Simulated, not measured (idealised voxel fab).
Process module heading - voxel air gaps
Square cells of 5 nm make up the cross-section cut, whose width is 170 nm.
If you're reading a cross-section in this doc, picture square cells in a grid; it comes to you as bands, top ones listed first down to the bottom, and a band can be one or more rows of cells.
Within each band entry, the heights of the top and of the bottom of the band appear first, in that order and in nm; the materials of the band then follow from left to right, each with its corresponding width in nm. The designation "everywhere" on a single material indicates that it fills the band from edge to edge; the designation "blank" indicates empty space.
Height 0 is the level under which the wafer as received is all one material. The lowest band goes on downwards, as in "0 down".
You'd read "30 to 40" like this: the band's top row of cells is as wide as the first number, its bottom row is as wide as the second, and going down, every row changes width by the same amount as the row before did.
Where a step carries "no change", the cross-section came out of it unchanged, cell for cell.
Look at "Closed void register" for the closed voids: empty spaces with no open path to the top, sized 8 cells or up. Each is width x height at distance, distance from the left edge, all nm.
Where a step's line continues beyond its settings, the continuation is a remark by the simulator itself on that step.
overlay nm: mask right of planned place by this much (step with mask). Neg. = left.
Process steps (planned)
1) op RECEIVE | material Si
2) op CONFORMAL_DEP | material SiO2 | thk nm 15
3) op CONFORMAL_DEP | material SiCN | thk nm 5
4) op DIRECTIONAL_DEP | material lowk | thk nm 35
5) op MASKED_ETCH | tone open | mask id LINES | width nm 20 | pitch nm 50 | etch materials lowk | depth nm 35 | overlay nm 0
6) op CONFORMAL_DEP | material TiN | thk nm 5
7) op FILL_DEP | material Ru | thk nm 5
8) op CMP | height nm 55
9) op EPI | material Ru | thk nm 10
10) op SELECTIVE_ETCH | etch materials lowk | depth nm 45
11) op CONFORMAL_DEP | material SiCN | thk nm 5
This is the cross-section of the wafer as we received it, i.e. after step 1
- 0 down | Si everywhere
- Closed void register: none
Post-module cross-section: identical start and plan to those above, one misstep in execution
- 70 to 65 | SiCN everywhere
- 65 to 55 | Ru everywhere
- 55 to 25 | Ru (20), then TiN (5), then lowk (20), then TiN (5), then Ru (20), then TiN (5), then lowk (20), then TiN (5), then Ru (20), then TiN (5), then lowk (20), then TiN (5), then Ru (20)
- 25 to 20 | TiN (25), then lowk (20), then TiN (30), then lowk (20), then TiN (30), then lowk (20), then TiN (25)
- 20 to 15 | SiCN everywhere
- 15 to 0 | SiO2 everywhere
- 0 down | Si everywhere
- Closed void register: none
Plan not followed: note that step 5 departed from the planned setting and was carried out as op MASKED_ETCH | tone cover | mask id LINES | width nm 20 | pitch nm 50 | etch materials lowk | depth nm 35 | overlay nm 0
